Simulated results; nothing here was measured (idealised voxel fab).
Herein follows the process module entitled voxel wiring stack.
FYI the section here is cut, 195 nm wide, cells are 5 nm squares.
A cross-section in this document is a grid of square cells, and it is written down as bands, the top band listed before the ones below it; a band is made up of one or more rows of cells. Top height, bottom height, nm. Materials left to right, width each, nm. Single material + "everywhere" = fills band edge to edge. "air" = empty. Counting heights begins at 0, where everything beneath is, in the wafer as received, one material. The lowest band has no bottom; it goes on downwards, as "from 0 down" shows. When a width is written as two numbers, as in "30 to 40", the first number is the width in the top row of cells of the band and the second is the width in its bottom row, and the width changes by the same amount from each row to the next. Step note "identical to before" = no cross-section cell changed. Closed empty spaces (no open way to the top) of 8 cells or more are what "Sealed void listing" lists, each as width x height at distance from the left edge, nm for all three. Past the settings on a step's line: simulator remark, on that step. "overlay nm", when on a step's line for a step with a mask, measures how far to the right of its planned place the mask lay; a negative measure means to the left.

Intended process steps:
1: RECEIVE with material Si
2: CONFORMAL_DEP with material SiO2, thk nm 10
3: DIRECTIONAL_DEP with material TiN, thk nm 5
4: DIRECTIONAL_DEP with material W, thk nm 20
5: MASKED_ETCH with tone cover, mask id METAL_1, width nm 25, pitch nm 40, etch materials W, depth nm 20, overlay nm 0
6: MASKED_ETCH with tone cover, mask id METAL_1, width nm 25, pitch nm 40, etch materials TiN, depth nm 5, overlay nm 0
7: CONFORMAL_DEP with material SiN, thk nm 5
8: FILL_DEP with material lowk, thk nm 5
9: CMP with height nm 35
10: CONFORMAL_DEP with material SiCN, thk nm 5
11: DIRECTIONAL_DEP with material lowk, thk nm 15
12: MASKED_ETCH with tone open, mask id PLUG_1, width nm 15, pitch nm 40, etch materials lowk, depth nm 15, overlay nm 0
13: MASKED_ETCH with tone open, mask id PLUG_1, width nm 15, pitch nm 40, etch materials SiCN, depth nm 5, overlay nm 0
14: EPI with material Ru, thk nm 10
15: EPI with material Ru, thk nm 10
16: CONFORMAL_DEP with material SiCN, thk nm 5
17: DIRECTIONAL_DEP with material SiO2, thk nm 20
18: PATTERN with tone open, mask id METAL_2, material resist, width nm 25, pitch nm 40, thk nm 20, overlay nm 0
19: DIRECTIONAL_ETCH with etch materials SiO2, depth nm 20
20: DIRECTIONAL_ETCH with etch materials SiCN, depth nm 5
21: STRIP with etch materials resist
22: CONFORMAL_DEP with material TiN, thk nm 5
23: FILL_DEP with material Ru, thk nm 5
24: CMP with height nm 80
25: CONFORMAL_DEP with material SiCN, thk nm 5
Wafers differ in width nm at step 12; plan lists the first wafer's value; identical starting state.

Received condition of the first of several wafers, sectioned: post-step 1:
- from 0 down | Si everywhere
- Sealed void listing: none

Tabulated below, wafer by wafer, are the end-of-module results: for each material, the number of cells gained (+) or lost (-) relative to the as-received state, followed by the closed voids:
width nm 15; +96 Ru; +85 SiCN; +51 SiN; +154 SiO2; +72 TiN; +80 W; +125 lowk; Sealed void listing: none
width nm 20; +108 Ru; +85 SiCN; +51 SiN; +154 SiO2; +72 TiN; +80 W; +113 lowk; Sealed void listing: none
width nm 25; +120 Ru; +85 SiCN; +51 SiN; +154 SiO2; +72 TiN; +80 W; +101 lowk; Sealed void listing: none
